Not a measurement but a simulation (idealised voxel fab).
Title: Process Module voxel self aligned vias
We display cut, a cross-section 240 nm in width whose square cells are each 5 nm.
Reading order for cross-sections: top band down to bottom band. Underlying form: a grid of square cells. Band size: one or more rows of cells. Heads up on the band format: heights come first, top then bottom, in nm. After that it's the materials left to right, each with its width in nm. A single material flagged "all across" fills the whole band edge to edge, and "empty" means there's empty space there. Height is counted from the level 0, under which the received wafer is composed throughout of one material. The lowest of the bands is not closed at the bottom but continues downward, in the notation "from 0 down". The two numbers in a width such as "30->40" mark its ends across the band: the first belongs to the top row of cells, the second to the bottom row, and from each row to the next the width moves by the same amount. Step marked "nothing changed"? Then no cell in the cross-section changed in it. "Closed cavity list" - sealed voids, min. 8 cells, no opening to top; format: width x height at distance (distance from left edge; nm throughout). Heads up: the bit after the settings on a step's line is the simulator's remark on that step. The line of a step may include "overlay nm". On a step with a mask, this value is how far to the right of its planned place the mask lay. A negative value means the mask lay to the left. Every pair from here on: before one process step, after it. The after cross-section reaches only to the lowest band that changed. Below the pair: the step in between and its settings. Pairs can belong to different runs of this module on the same starting wafer; a pair carries on from the pair above only if the entry headed "Prior to processing" says so.

# Prior to processing
    from 0 down  Si all across
    Closed cavity list: none

# Post-Step Cross-Section
    from 15 to 0  SiO2 all across
    Beneath the level 0, the cross-section is identical to its previous state.
    Closed cavity list: none
The two cross-sections above bracket this step: op CONFORMAL_DEP | material SiO2 | thk nm 15

Prior to processing: just use the after drawing of the pair above as your starting point.

# Post-Step Cross-Section
    from 20 to 15  SiCN all across
    Beneath the level 15, the cross-section is identical to its previous state.
    Closed cavity list: none
The two cross-sections above bracket this step: op CONFORMAL_DEP | material SiCN | thk nm 5

Prior to processing: just use the after drawing of the pair above as your starting point.

# Post-Step Cross-Section
    from 40 to 20  SiO2 all across
    Beneath the level 20, the cross-section is identical to its previous state.
    Closed cavity list: none
The two cross-sections above bracket this step: op DIRECTIONAL_DEP | material SiO2 | thk nm 20

Prior to processing: just use the after drawing of the pair above as your starting point.

# Post-Step Cross-Section
    from 50 to 40  aC all across
    Beneath the level 40, the cross-section is identical to its previous state.
    Closed cavity list: none
The two cross-sections above bracket this step: op DIRECTIONAL_DEP | material aC | thk nm 10

Prior to processing: just use the after drawing of the pair above as your starting point.

# Post-Step Cross-Section
    from 80 to 50  resist (80)  empty (25)  resist (30)  empty (25)  resist (80)
    Beneath the level 50, the cross-section is identical to its previous state.
    Closed cavity list: none
The two cross-sections above bracket this step: op PATTERN | tone open | mask id LINES | material resist | width nm 25 | pitch nm 55 | thk nm 30 | overlay nm 0

Prior to processing: just use the after drawing of the pair above as your starting point.

# Post-Step Cross-Section
    from 70 to 50  resist (80)  empty (25)  resist (30)  empty (25)  resist (80)
    from 50 to 40  aC (80)  empty (25)  aC (30)  empty (25)  aC (80)
    Beneath the level 40, the cross-section is identical to its previous state.
    Closed cavity list: none
The two cross-sections above bracket this step: op DIRECTIONAL_ETCH | etch materials aC | depth nm 10

Prior to processing: just use the after drawing of the pair above as your starting point.

# Post-Step Cross-Section
    from 50 to 40  aC (80)  empty (25)  aC (30)  empty (25)  aC (80)
    Beneath the level 40, the cross-section is identical to its previous state.
    Closed cavity list: none
The two cross-sections above bracket this step: op STRIP | etch materials resist

Prior to processing: just use the after drawing of the pair above as your starting point.

# Post-Step Cross-Section
    from 50 to 40  aC (80)  empty (25)  aC (30)  empty (25)  aC (80)
    from 40 to 20  SiO2 (80)  empty (25)  SiO2 (30)  empty (25)  SiO2 (80)
    Beneath the level 20, the cross-section is identical to its previous state.
    Closed cavity list: none
The two cross-sections above bracket this step: op DIRECTIONAL_ETCH | etch materials SiO2 | depth nm 20

Prior to processing: just use the after drawing of the pair above as your starting point.

# Post-Step Cross-Section
    from 40 to 20  SiO2 (80)  empty (25)  SiO2 (30)  empty (25)  SiO2 (80)
    Beneath the level 20, the cross-section is identical to its previous state.
    Closed cavity list: none
The two cross-sections above bracket this step: op STRIP | etch materials aC

Prior to processing: just use the after drawing of the pair above as your starting point.

# Post-Step Cross-Section
    from 45 to 40  TiN (85)  empty (15)  TiN (40)  empty (15)  TiN (85)
    from 40 to 25  SiO2 (80)  TiN (5)  empty (15)  TiN (5)  SiO2 (30)  TiN (5)  empty (15)  TiN (5)  SiO2 (80)
    from 25 to 20  SiO2 (80)  TiN (25)  SiO2 (30)  TiN (25)  SiO2 (80)
    Beneath the level 20, the cross-section is identical to its previous state.
    Closed cavity list: none
The two cross-sections above bracket this step: op CONFORMAL_DEP | material TiN | thk nm 5

Prior to processing: just use the after drawing of the pair above as your starting point.

# Post-Step Cross-Section
    from 50 to 45  W all across
    from 45 to 40  TiN (85)  W (15)  TiN (40)  W (15)  TiN (85)
    from 40 to 25  SiO2 (80)  TiN (5)  W (15)  TiN (5)  SiO2 (30)  TiN (5)  W (15)  TiN (5)  SiO2 (80)
    Beneath the level 25, the cross-section is identical to its previous state.
    Closed cavity list: none
The two cross-sections above bracket this step: op FILL_DEP | material W | thk nm 5

Prior to processing: just use the after drawing of the pair above as your starting point.

# Post-Step Cross-Section
    from 40 to 25  SiO2 (80)  TiN (5)  W (15)  TiN (5)  SiO2 (30)  TiN (5)  W (15)  TiN (5)  SiO2 (80)
    Beneath the level 25, the cross-section is identical to its previous state.
    Closed cavity list: none
The two cross-sections above bracket this step: op CMP | height nm 40

Prior to processing: just use the after drawing of the pair above as your starting point.

# Post-Step Cross-Section
    from 40 to 35  SiO2 (80)  empty (25)  SiO2 (30)  empty (25)  SiO2 (80)
    Beneath the level 35, the cross-section is identical to its previous state.
    Closed cavity list: none
The two cross-sections above bracket this step: op SELECTIVE_ETCH | etch materials W Ru TiN | depth nm 5

Prior to processing: just use the after drawing of the pair above as your starting point.

# Post-Step Cross-Section
    from 45 to 40  SiN all across
    from 40 to 35  SiO2 (80)  SiN (25)  SiO2 (30)  SiN (25)  SiO2 (80)
    Beneath the level 35, the cross-section is identical to its previous state.
    Closed cavity list: none
The two cross-sections above bracket this step: op FILL_DEP | material SiN | thk nm 5

Prior to processing: just use the after drawing of the pair above as your starting point.

# Post-Step Cross-Section
    from 40 to 35  SiO2 (80)  SiN (25)  SiO2 (30)  SiN (25)  SiO2 (80)
    Beneath the level 35, the cross-section is identical to its previous state.
    Closed cavity list: none
The two cross-sections above bracket this step: op CMP | height nm 40

Prior to processing: just use the after drawing of the pair above as your starting point.

# Post-Step Cross-Section
    from 60 to 40  SiO2 all across
    Beneath the level 40, the cross-section is identical to its previous state.
    Closed cavity list: none
The two cross-sections above bracket this step: op DIRECTIONAL_DEP | material SiO2 | thk nm 20

Prior to processing: just use the after drawing of the pair above as your starting point.

# Post-Step Cross-Section
    from 70 to 60  aC all across
    Beneath the level 60, the cross-section is identical to its previous state.
    Closed cavity list: none
The two cross-sections above bracket this step: op DIRECTIONAL_DEP | material aC | thk nm 10

Prior to processing: just use the after drawing of the pair above as your starting point.

# Post-Step Cross-Section
    from 95 to 70  resist (75)  empty (35)  resist (20)  empty (35)  resist (75)
    Beneath the level 70, the cross-section is identical to its previous state.
    Closed cavity list: none
The two cross-sections above bracket this step: op PATTERN | tone open | mask id VIAS | material resist | width nm 35 | pitch nm 55 | thk nm 25 | overlay nm 0

Prior to processing: just use the after drawing of the pair above as your starting point.

# Post-Step Cross-Section
    from 85 to 70  resist (75)  empty (35)  resist (20)  empty (35)  resist (75)
    from 70 to 60  aC (75)  empty (35)  aC (20)  empty (35)  aC (75)
    Beneath the level 60, the cross-section is identical to its previous state.
    Closed cavity list: none
The two cross-sections above bracket this step: op DIRECTIONAL_ETCH | etch materials aC | depth nm 10

Prior to processing: just use the after drawing of the pair above as your starting point.

# Post-Step Cross-Section
    from 70 to 60  aC (75)  empty (35)  aC (20)  empty (35)  aC (75)
    Beneath the level 60, the cross-section is identical to its previous state.
    Closed cavity list: none
The two cross-sections above bracket this step: op STRIP | etch materials resist

Prior to processing: just use the after drawing of the pair above as your starting point.

# Post-Step Cross-Section
    from 70 to 60  aC (75)  empty (35)  aC (20)  empty (35)  aC (75)
    from 60 to 40  SiO2 (75)  empty (35)  SiO2 (20)  empty (35)  SiO2 (75)
    Beneath the level 40, the cross-section is identical to its previous state.
    Closed cavity list: none
The two cross-sections above bracket this step: op DIRECTIONAL_ETCH | etch materials SiO2 | depth nm 20

Prior to processing: just use the after drawing of the pair above as your starting point.

# Post-Step Cross-Section
    from 70 to 60  aC (75)  empty (35)  aC (20)  empty (35)  aC (75)
    from 60 to 40  SiO2 (75)  empty (35)  SiO2 (20)  empty (35)  SiO2 (75)
    from 40 to 35  SiO2 (80)  empty (25)  SiO2 (30)  empty (25)  SiO2 (80)
    Beneath the level 35, the cross-section is identical to its previous state.
    Closed cavity list: none
The two cross-sections above bracket this step: op DIRECTIONAL_ETCH | etch materials SiN | depth nm 5

Prior to processing: just use the after drawing of the pair above as your starting point.

# Post-Step Cross-Section
    from 60 to 40  SiO2 (75)  empty (35)  SiO2 (20)  empty (35)  SiO2 (75)
    Beneath the level 40, the cross-section is identical to its previous state.
    Closed cavity list: none
The two cross-sections above bracket this step: op STRIP | etch materials aC

Prior to processing: just use the after drawing of the pair above as your starting point.

# Post-Step Cross-Section
    from 65 to 60  TiN (80)  empty (25)  TiN (30)  empty (25)  TiN (80)
    from 60 to 45  SiO2 (75)  TiN (5)  empty (25)  TiN (5)  SiO2 (20)  TiN (5)  empty (25)  TiN (5)  SiO2 (75)
    from 45 to 40  SiO2 (75)  TiN (10)  empty (15)  TiN (10)  SiO2 (20)  TiN (10)  empty (15)  TiN (10)  SiO2 (75)
    from 40 to 35  SiO2 (80)  TiN (25)  SiO2 (30)  TiN (25)  SiO2 (80)
    Beneath the level 35, the cross-section is identical to its previous state.
    Closed cavity list: none
The two cross-sections above bracket this step: op CONFORMAL_DEP | material TiN | thk nm 5

Prior to processing: just use the after drawing of the pair above as your starting point.

# Post-Step Cross-Section
    from 70 to 65  Ru all across
    from 65 to 60  TiN (80)  Ru (25)  TiN (30)  Ru (25)  TiN (80)
    from 60 to 45  SiO2 (75)  TiN (5)  Ru (25)  TiN (5)  SiO2 (20)  TiN (5)  Ru (25)  TiN (5)  SiO2 (75)
    from 45 to 40  SiO2 (75)  TiN (10)  Ru (15)  TiN (10)  SiO2 (20)  TiN (10)  Ru (15)  TiN (10)  SiO2 (75)
    Beneath the level 40, the cross-section is identical to its previous state.
    Closed cavity list: none
The two cross-sections above bracket this step: op FILL_DEP | material Ru | thk nm 5

Prior to processing: just use the after drawing of the pair above as your starting point.

# Post-Step Cross-Section
    from 60 to 45  SiO2 (75)  TiN (5)  Ru (25)  TiN (5)  SiO2 (20)  TiN (5)  Ru (25)  TiN (5)  SiO2 (75)
    Beneath the level 45, the cross-section is identical to its previous state.
    Closed cavity list: none
The two cross-sections above bracket this step: op CMP | height nm 60

Prior to processing: just use the after drawing of the pair above as your starting point.

# Post-Step Cross-Section
    from 65 to 60  SiN all across
    Beneath the level 60, the cross-section is identical to its previous state.
    Closed cavity list: none
The two cross-sections above bracket this step: op CONFORMAL_DEP | material SiN | thk nm 5

# Prior to processing
    from 15 to 0  SiO2 all across
    from 0 down  Si all across
    Closed cavity list: none

# Post-Step Cross-Section
    from 35 to 0  SiO2 all across
    Beneath the level 0, the cross-section is identical to its previous state.
    Closed cavity list: none
The two cross-sections above bracket this step: op DIRECTIONAL_DEP | material SiO2 | thk nm 20

Prior to processing: just use the after drawing of the pair above as your starting point.

# Post-Step Cross-Section
    from 45 to 35  aC all across
    Beneath the level 35, the cross-section is identical to its previous state.
    Closed cavity list: none
The two cross-sections above bracket this step: op DIRECTIONAL_DEP | material aC | thk nm 10

Prior to processing: just use the after drawing of the pair above as your starting point.

# Post-Step Cross-Section
    from 75 to 45  resist (80)  empty (25)  resist (30)  empty (25)  resist (80)
    Beneath the level 45, the cross-section is identical to its previous state.
    Closed cavity list: none
The two cross-sections above bracket this step: op PATTERN | tone open | mask id LINES | material resist | width nm 25 | pitch nm 55 | thk nm 30 | overlay nm 0

Prior to processing: just use the after drawing of the pair above as your starting point.

# Post-Step Cross-Section
    from 65 to 45  resist (80)  empty (25)  resist (30)  empty (25)  resist (80)
    from 45 to 35  aC (80)  empty (25)  aC (30)  empty (25)  aC (80)
    Beneath the level 35, the cross-section is identical to its previous state.
    Closed cavity list: none
The two cross-sections above bracket this step: op DIRECTIONAL_ETCH | etch materials aC | depth nm 10

Prior to processing: just use the after drawing of the pair above as your starting point.

# Post-Step Cross-Section
    from 45 to 35  aC (80)  empty (25)  aC (30)  empty (25)  aC (80)
    Beneath the level 35, the cross-section is identical to its previous state.
    Closed cavity list: none
The two cross-sections above bracket this step: op STRIP | etch materials resist

Prior to processing: just use the after drawing of the pair above as your starting point.

# Post-Step Cross-Section
    from 45 to 35  aC (80)  empty (25)  aC (30)  empty (25)  aC (80)
    from 35 to 15  SiO2 (80)  empty (25)  SiO2 (30)  empty (25)  SiO2 (80)
    Beneath the level 15, the cross-section is identical to its previous state.
    Closed cavity list: none
The two cross-sections above bracket this step: op DIRECTIONAL_ETCH | etch materials SiO2 | depth nm 20

Prior to processing: just use the after drawing of the pair above as your starting point.

# Post-Step Cross-Section
    from 35 to 15  SiO2 (80)  empty (25)  SiO2 (30)  empty (25)  SiO2 (80)
    Beneath the level 15, the cross-section is identical to its previous state.
    Closed cavity list: none
The two cross-sections above bracket this step: op STRIP | etch materials aC

Prior to processing: just use the after drawing of the pair above as your starting point.

# Post-Step Cross-Section
    from 40 to 35  TiN (85)  empty (15)  TiN (40)  empty (15)  TiN (85)
    from 35 to 20  SiO2 (80)  TiN (5)  empty (15)  TiN (5)  SiO2 (30)  TiN (5)  empty (15)  TiN (5)  SiO2 (80)
    from 20 to 15  SiO2 (80)  TiN (25)  SiO2 (30)  TiN (25)  SiO2 (80)
    Beneath the level 15, the cross-section is identical to its previous state.
    Closed cavity list: none
The two cross-sections above bracket this step: op CONFORMAL_DEP | material TiN | thk nm 5

Prior to processing: just use the after drawing of the pair above as your starting point.

# Post-Step Cross-Section
    from 45 to 40  W all across
    from 40 to 35  TiN (85)  W (15)  TiN (40)  W (15)  TiN (85)
    from 35 to 20  SiO2 (80)  TiN (5)  W (15)  TiN (5)  SiO2 (30)  TiN (5)  W (15)  TiN (5)  SiO2 (80)
    Beneath the level 20, the cross-section is identical to its previous state.
    Closed cavity list: none
The two cross-sections above bracket this step: op FILL_DEP | material W | thk nm 5

Prior to processing: just use the after drawing of the pair above as your starting point.

# Post-Step Cross-Section
    from 40 to 35  TiN (85)  W (15)  TiN (40)  W (15)  TiN (85)
    Beneath the level 35, the cross-section is identical to its previous state.
    Closed cavity list: none
The two cross-sections above bracket this step: op CMP | height nm 40

Prior to processing: just use the after drawing of the pair above as your starting point.

# Post-Step Cross-Section
    from 35 to 20  SiO2 (80)  TiN (5)  W (15)  TiN (5)  SiO2 (30)  TiN (5)  W (15)  TiN (5)  SiO2 (80)
    Beneath the level 20, the cross-section is identical to its previous state.
    Closed cavity list: none
The two cross-sections above bracket this step: op SELECTIVE_ETCH | etch materials W Ru TiN | depth nm 5

Prior to processing: just use the after drawing of the pair above as your starting point.

# Post-Step Cross-Section
    from 40 to 35  SiN all across
    Beneath the level 35, the cross-section is identical to its previous state.
    Closed cavity list: none
The two cross-sections above bracket this step: op FILL_DEP | material SiN | thk nm 5

Prior to processing: just use the after drawing of the pair above as your starting point.

# Post-Step Cross-Section
    from 60 to 40  SiO2 all across
    Beneath the level 40, the cross-section is identical to its previous state.
    Closed cavity list: none
The two cross-sections above bracket this step: op DIRECTIONAL_DEP | material SiO2 | thk nm 20

Prior to processing: just use the after drawing of the pair above as your starting point.

# Post-Step Cross-Section
    from 70 to 60  aC all across
    Beneath the level 60, the cross-section is identical to its previous state.
    Closed cavity list: none
The two cross-sections above bracket this step: op DIRECTIONAL_DEP | material aC | thk nm 10

Prior to processing: just use the after drawing of the pair above as your starting point.

# Post-Step Cross-Section
    from 95 to 70  resist (75)  empty (35)  resist (20)  empty (35)  resist (75)
    Beneath the level 70, the cross-section is identical to its previous state.
    Closed cavity list: none
The two cross-sections above bracket this step: op PATTERN | tone open | mask id VIAS | material resist | width nm 35 | pitch nm 55 | thk nm 25 | overlay nm 0

Prior to processing: just use the after drawing of the pair above as your starting point.

# Post-Step Cross-Section
    from 85 to 70  resist (75)  empty (35)  resist (20)  empty (35)  resist (75)
    from 70 to 60  aC (75)  empty (35)  aC (20)  empty (35)  aC (75)
    Beneath the level 60, the cross-section is identical to its previous state.
    Closed cavity list: none
The two cross-sections above bracket this step: op DIRECTIONAL_ETCH | etch materials aC | depth nm 10

Prior to processing: just use the after drawing of the pair above as your starting point.

# Post-Step Cross-Section
    from 70 to 60  aC (75)  empty (35)  aC (20)  empty (35)  aC (75)
    Beneath the level 60, the cross-section is identical to its previous state.
    Closed cavity list: none
The two cross-sections above bracket this step: op STRIP | etch materials resist

Prior to processing: just use the after drawing of the pair above as your starting point.

# Post-Step Cross-Section
    from 70 to 60  aC (75)  empty (35)  aC (20)  empty (35)  aC (75)
    from 60 to 40  SiO2 (75)  empty (35)  SiO2 (20)  empty (35)  SiO2 (75)
    Beneath the level 40, the cross-section is identical to its previous state.
    Closed cavity list: none
The two cross-sections above bracket this step: op DIRECTIONAL_ETCH | etch materials SiO2 | depth nm 20

Prior to processing: just use the after drawing of the pair above as your starting point.

# Post-Step Cross-Section
    from 70 to 60  aC (75)  empty (35)  aC (20)  empty (35)  aC (75)
    from 60 to 40  SiO2 (75)  empty (35)  SiO2 (20)  empty (35)  SiO2 (75)
    from 40 to 35  SiN (75)  empty (35)  SiN (20)  empty (35)  SiN (75)
    Beneath the level 35, the cross-section is identical to its previous state.
    Closed cavity list: none
The two cross-sections above bracket this step: op DIRECTIONAL_ETCH | etch materials SiN | depth nm 5

Prior to processing: just use the after drawing of the pair above as your starting point.

# Post-Step Cross-Section
    from 60 to 40  SiO2 (75)  empty (35)  SiO2 (20)  empty (35)  SiO2 (75)
    Beneath the level 40, the cross-section is identical to its previous state.
    Closed cavity list: none
The two cross-sections above bracket this step: op STRIP | etch materials aC

Prior to processing: just use the after drawing of the pair above as your starting point.

# Post-Step Cross-Section
    from 65 to 60  TiN (80)  empty (25)  TiN (30)  empty (25)  TiN (80)
    from 60 to 40  SiO2 (75)  TiN (5)  empty (25)  TiN (5)  SiO2 (20)  TiN (5)  empty (25)  TiN (5)  SiO2 (75)
    from 40 to 35  SiN (75)  TiN (35)  SiN (20)  TiN (35)  SiN (75)
    Beneath the level 35, the cross-section is identical to its previous state.
    Closed cavity list: none
The two cross-sections above bracket this step: op CONFORMAL_DEP | material TiN | thk nm 5

Prior to processing: just use the after drawing of the pair above as your starting point.

# Post-Step Cross-Section
    from 70 to 65  Ru all across
    from 65 to 60  TiN (80)  Ru (25)  TiN (30)  Ru (25)  TiN (80)
    from 60 to 40  SiO2 (75)  TiN (5)  Ru (25)  TiN (5)  SiO2 (20)  TiN (5)  Ru (25)  TiN (5)  SiO2 (75)
    Beneath the level 40, the cross-section is identical to its previous state.
    Closed cavity list: none
The two cross-sections above bracket this step: op FILL_DEP | material Ru | thk nm 5

Prior to processing: just use the after drawing of the pair above as your starting point.

# Post-Step Cross-Section
    from 60 to 40  SiO2 (75)  TiN (5)  Ru (25)  TiN (5)  SiO2 (20)  TiN (5)  Ru (25)  TiN (5)  SiO2 (75)
    Beneath the level 40, the cross-section is identical to its previous state.
    Closed cavity list: none
The two cross-sections above bracket this step: op CMP | height nm 60

Prior to processing: just use the after drawing of the pair above as your starting point.

# Post-Step Cross-Section
    from 65 to 60  SiN all across
    Beneath the level 60, the cross-section is identical to its previous state.
    Closed cavity list: none
The two cross-sections above bracket this step: op CONFORMAL_DEP | material SiN | thk nm 5

# Prior to processing
    from 15 to 0  SiO2 all across
    from 0 down  Si all across
    Closed cavity list: none

# Post-Step Cross-Section
    from 30 to 0  SiO2 all across
    Beneath the level 0, the cross-section is identical to its previous state.
    Closed cavity list: none
The two cross-sections above bracket this step: op CONFORMAL_DEP | material SiO2 | thk nm 15

Prior to processing: just use the after drawing of the pair above as your starting point.

# Post-Step Cross-Section
    from 35 to 30  SiCN all across
    Beneath the level 30, the cross-section is identical to its previous state.
    Closed cavity list: none
The two cross-sections above bracket this step: op CONFORMAL_DEP | material SiCN | thk nm 5

Prior to processing: just use the after drawing of the pair above as your starting point.

# Post-Step Cross-Section
    from 55 to 35  SiO2 all across
    Beneath the level 35, the cross-section is identical to its previous state.
    Closed cavity list: none
The two cross-sections above bracket this step: op DIRECTIONAL_DEP | material SiO2 | thk nm 20

Prior to processing: just use the after drawing of the pair above as your starting point.

# Post-Step Cross-Section
    from 65 to 55  aC all across
    Beneath the level 55, the cross-section is identical to its previous state.
    Closed cavity list: none
The two cross-sections above bracket this step: op DIRECTIONAL_DEP | material aC | thk nm 10

Prior to processing: just use the after drawing of the pair above as your starting point.

# Post-Step Cross-Section
    from 95 to 65  resist (80)  empty (25)  resist (30)  empty (25)  resist (80)
    Beneath the level 65, the cross-section is identical to its previous state.
    Closed cavity list: none
The two cross-sections above bracket this step: op PATTERN | tone open | mask id LINES | material resist | width nm 25 | pitch nm 55 | thk nm 30 | overlay nm 0

Prior to processing: just use the after drawing of the pair above as your starting point.

# Post-Step Cross-Section
    from 85 to 65  resist (80)  empty (25)  resist (30)  empty (25)  resist (80)
    from 65 to 55  aC (80)  empty (25)  aC (30)  empty (25)  aC (80)
    Beneath the level 55, the cross-section is identical to its previous state.
    Closed cavity list: none
The two cross-sections above bracket this step: op DIRECTIONAL_ETCH | etch materials aC | depth nm 10

Prior to processing: just use the after drawing of the pair above as your starting point.

# Post-Step Cross-Section
    from 65 to 55  aC (80)  empty (25)  aC (30)  empty (25)  aC (80)
    Beneath the level 55, the cross-section is identical to its previous state.
    Closed cavity list: none
The two cross-sections above bracket this step: op STRIP | etch materials resist

Prior to processing: just use the after drawing of the pair above as your starting point.

# Post-Step Cross-Section
    from 65 to 55  aC (80)  empty (25)  aC (30)  empty (25)  aC (80)
    from 55 to 35  SiO2 (80)  empty (25)  SiO2 (30)  empty (25)  SiO2 (80)
    Beneath the level 35, the cross-section is identical to its previous state.
    Closed cavity list: none
The two cross-sections above bracket this step: op DIRECTIONAL_ETCH | etch materials SiO2 | depth nm 20

Prior to processing: just use the after drawing of the pair above as your starting point.

# Post-Step Cross-Section
    from 55 to 35  SiO2 (80)  empty (25)  SiO2 (30)  empty (25)  SiO2 (80)
    Beneath the level 35, the cross-section is identical to its previous state.
    Closed cavity list: none
The two cross-sections above bracket this step: op STRIP | etch materials aC

Prior to processing: just use the after drawing of the pair above as your starting point.

# Post-Step Cross-Section
    from 60 to 55  TiN (85)  empty (15)  TiN (40)  empty (15)  TiN (85)
    from 55 to 40  SiO2 (80)  TiN (5)  empty (15)  TiN (5)  SiO2 (30)  TiN (5)  empty (15)  TiN (5)  SiO2 (80)
    from 40 to 35  SiO2 (80)  TiN (25)  SiO2 (30)  TiN (25)  SiO2 (80)
    Beneath the level 35, the cross-section is identical to its previous state.
    Closed cavity list: none
The two cross-sections above bracket this step: op CONFORMAL_DEP | material TiN | thk nm 5

Prior to processing: just use the after drawing of the pair above as your starting point.

# Post-Step Cross-Section
    from 65 to 60  W all across
    from 60 to 55  TiN (85)  W (15)  TiN (40)  W (15)  TiN (85)
    from 55 to 40  SiO2 (80)  TiN (5)  W (15)  TiN (5)  SiO2 (30)  TiN (5)  W (15)  TiN (5)  SiO2 (80)
    Beneath the level 40, the cross-section is identical to its previous state.
    Closed cavity list: none
The two cross-sections above bracket this step: op FILL_DEP | material W | thk nm 5

Prior to processing: just use the after drawing of the pair above as your starting point.

# Post-Step Cross-Section
    from 40 to 35  SiO2 (80)  TiN (25)  SiO2 (30)  TiN (25)  SiO2 (80)
    Beneath the level 35, the cross-section is identical to its previous state.
    Closed cavity list: none
The two cross-sections above bracket this step: op CMP | height nm 40

Prior to processing: just use the after drawing of the pair above as your starting point.

# Post-Step Cross-Section
    from 40 to 35  SiO2 (80)  empty (25)  SiO2 (30)  empty (25)  SiO2 (80)
    Beneath the level 35, the cross-section is identical to its previous state.
    Closed cavity list: none
The two cross-sections above bracket this step: op SELECTIVE_ETCH | etch materials W Ru TiN | depth nm 5

Prior to processing: just use the after drawing of the pair above as your starting point.

# Post-Step Cross-Section
    from 45 to 40  SiN all across
    from 40 to 35  SiO2 (80)  SiN (25)  SiO2 (30)  SiN (25)  SiO2 (80)
    Beneath the level 35, the cross-section is identical to its previous state.
    Closed cavity list: none
The two cross-sections above bracket this step: op FILL_DEP | material SiN | thk nm 5

Prior to processing: just use the after drawing of the pair above as your starting point.

# Post-Step Cross-Section
    from 40 to 35  SiO2 (80)  SiN (25)  SiO2 (30)  SiN (25)  SiO2 (80)
    Beneath the level 35, the cross-section is identical to its previous state.
    Closed cavity list: none
The two cross-sections above bracket this step: op CMP | height nm 40

Prior to processing: just use the after drawing of the pair above as your starting point.

# Post-Step Cross-Section
    from 60 to 40  SiO2 all across
    Beneath the level 40, the cross-section is identical to its previous state.
    Closed cavity list: none
The two cross-sections above bracket this step: op DIRECTIONAL_DEP | material SiO2 | thk nm 20

Prior to processing: just use the after drawing of the pair above as your starting point.

# Post-Step Cross-Section
    from 70 to 60  aC all across
    Beneath the level 60, the cross-section is identical to its previous state.
    Closed cavity list: none
The two cross-sections above bracket this step: op DIRECTIONAL_DEP | material aC | thk nm 10

Prior to processing: just use the after drawing of the pair above as your starting point.

# Post-Step Cross-Section
    from 95 to 70  resist (75)  empty (35)  resist (20)  empty (35)  resist (75)
    Beneath the level 70, the cross-section is identical to its previous state.
    Closed cavity list: none
The two cross-sections above bracket this step: op PATTERN | tone open | mask id VIAS | material resist | width nm 35 | pitch nm 55 | thk nm 25 | overlay nm 0

Prior to processing: just use the after drawing of the pair above as your starting point.

# Post-Step Cross-Section
    from 85 to 70  resist (75)  empty (35)  resist (20)  empty (35)  resist (75)
    from 70 to 60  aC (75)  empty (35)  aC (20)  empty (35)  aC (75)
    Beneath the level 60, the cross-section is identical to its previous state.
    Closed cavity list: none
The two cross-sections above bracket this step: op DIRECTIONAL_ETCH | etch materials aC | depth nm 10

Prior to processing: just use the after drawing of the pair above as your starting point.

# Post-Step Cross-Section
    from 70 to 60  aC (75)  empty (35)  aC (20)  empty (35)  aC (75)
    Beneath the level 60, the cross-section is identical to its previous state.
    Closed cavity list: none
The two cross-sections above bracket this step: op STRIP | etch materials resist

Prior to processing: just use the after drawing of the pair above as your starting point.

# Post-Step Cross-Section
    from 70 to 60  aC (75)  empty (35)  aC (20)  empty (35)  aC (75)
    from 60 to 40  SiO2 (75)  empty (35)  SiO2 (20)  empty (35)  SiO2 (75)
    Beneath the level 40, the cross-section is identical to its previous state.
    Closed cavity list: none
The two cross-sections above bracket this step: op DIRECTIONAL_ETCH | etch materials SiO2 | depth nm 20

Prior to processing: just use the after drawing of the pair above as your starting point.

# Post-Step Cross-Section
    from 70 to 60  aC (75)  empty (35)  aC (20)  empty (35)  aC (75)
    from 60 to 40  SiO2 (75)  empty (35)  SiO2 (20)  empty (35)  SiO2 (75)
    from 40 to 35  SiO2 (80)  empty (25)  SiO2 (30)  empty (25)  SiO2 (80)
    Beneath the level 35, the cross-section is identical to its previous state.
    Closed cavity list: none
The two cross-sections above bracket this step: op DIRECTIONAL_ETCH | etch materials SiN | depth nm 5

Prior to processing: just use the after drawing of the pair above as your starting point.

# Post-Step Cross-Section
    from 60 to 40  SiO2 (75)  empty (35)  SiO2 (20)  empty (35)  SiO2 (75)
    Beneath the level 40, the cross-section is identical to its previous state.
    Closed cavity list: none
The two cross-sections above bracket this step: op STRIP | etch materials aC

Prior to processing: just use the after drawing of the pair above as your starting point.

# Post-Step Cross-Section
    from 65 to 60  TiN (80)  empty (25)  TiN (30)  empty (25)  TiN (80)
    from 60 to 45  SiO2 (75)  TiN (5)  empty (25)  TiN (5)  SiO2 (20)  TiN (5)  empty (25)  TiN (5)  SiO2 (75)
    from 45 to 40  SiO2 (75)  TiN (10)  empty (15)  TiN (10)  SiO2 (20)  TiN (10)  empty (15)  TiN (10)  SiO2 (75)
    from 40 to 35  SiO2 (80)  TiN (25)  SiO2 (30)  TiN (25)  SiO2 (80)
    Beneath the level 35, the cross-section is identical to its previous state.
    Closed cavity list: none
The two cross-sections above bracket this step: op CONFORMAL_DEP | material TiN | thk nm 5

Prior to processing: just use the after drawing of the pair above as your starting point.

# Post-Step Cross-Section
    from 70 to 65  Ru all across
    from 65 to 60  TiN (80)  Ru (25)  TiN (30)  Ru (25)  TiN (80)
    from 60 to 45  SiO2 (75)  TiN (5)  Ru (25)  TiN (5)  SiO2 (20)  TiN (5)  Ru (25)  TiN (5)  SiO2 (75)
    from 45 to 40  SiO2 (75)  TiN (10)  Ru (15)  TiN (10)  SiO2 (20)  TiN (10)  Ru (15)  TiN (10)  SiO2 (75)
    Beneath the level 40, the cross-section is identical to its previous state.
    Closed cavity list: none
The two cross-sections above bracket this step: op FILL_DEP | material Ru | thk nm 5

Prior to processing: just use the after drawing of the pair above as your starting point.

# Post-Step Cross-Section
    from 60 to 45  SiO2 (75)  TiN (5)  Ru (25)  TiN (5)  SiO2 (20)  TiN (5)  Ru (25)  TiN (5)  SiO2 (75)
    Beneath the level 45, the cross-section is identical to its previous state.
    Closed cavity list: none
The two cross-sections above bracket this step: op CMP | height nm 60

Prior to processing: just use the after drawing of the pair above as your starting point.

# Post-Step Cross-Section
    from 65 to 60  SiN all across
    Beneath the level 60, the cross-section is identical to its previous state.
    Closed cavity list: none
The two cross-sections above bracket this step: op CONFORMAL_DEP | material SiN | thk nm 5

# Prior to processing
    from 35 to 0  SiO2 all across
    from 0 down  Si all across
    Closed cavity list: none

# Post-Step Cross-Section
    from 40 to 35  SiCN all across
    Beneath the level 35, the cross-section is identical to its previous state.
    Closed cavity list: none
The two cross-sections above bracket this step: op CONFORMAL_DEP | material SiCN | thk nm 5

Prior to processing: just use the after drawing of the pair above as your starting point.

# Post-Step Cross-Section
    from 50 to 40  aC all across
    Beneath the level 40, the cross-section is identical to its previous state.
    Closed cavity list: none
The two cross-sections above bracket this step: op DIRECTIONAL_DEP | material aC | thk nm 10
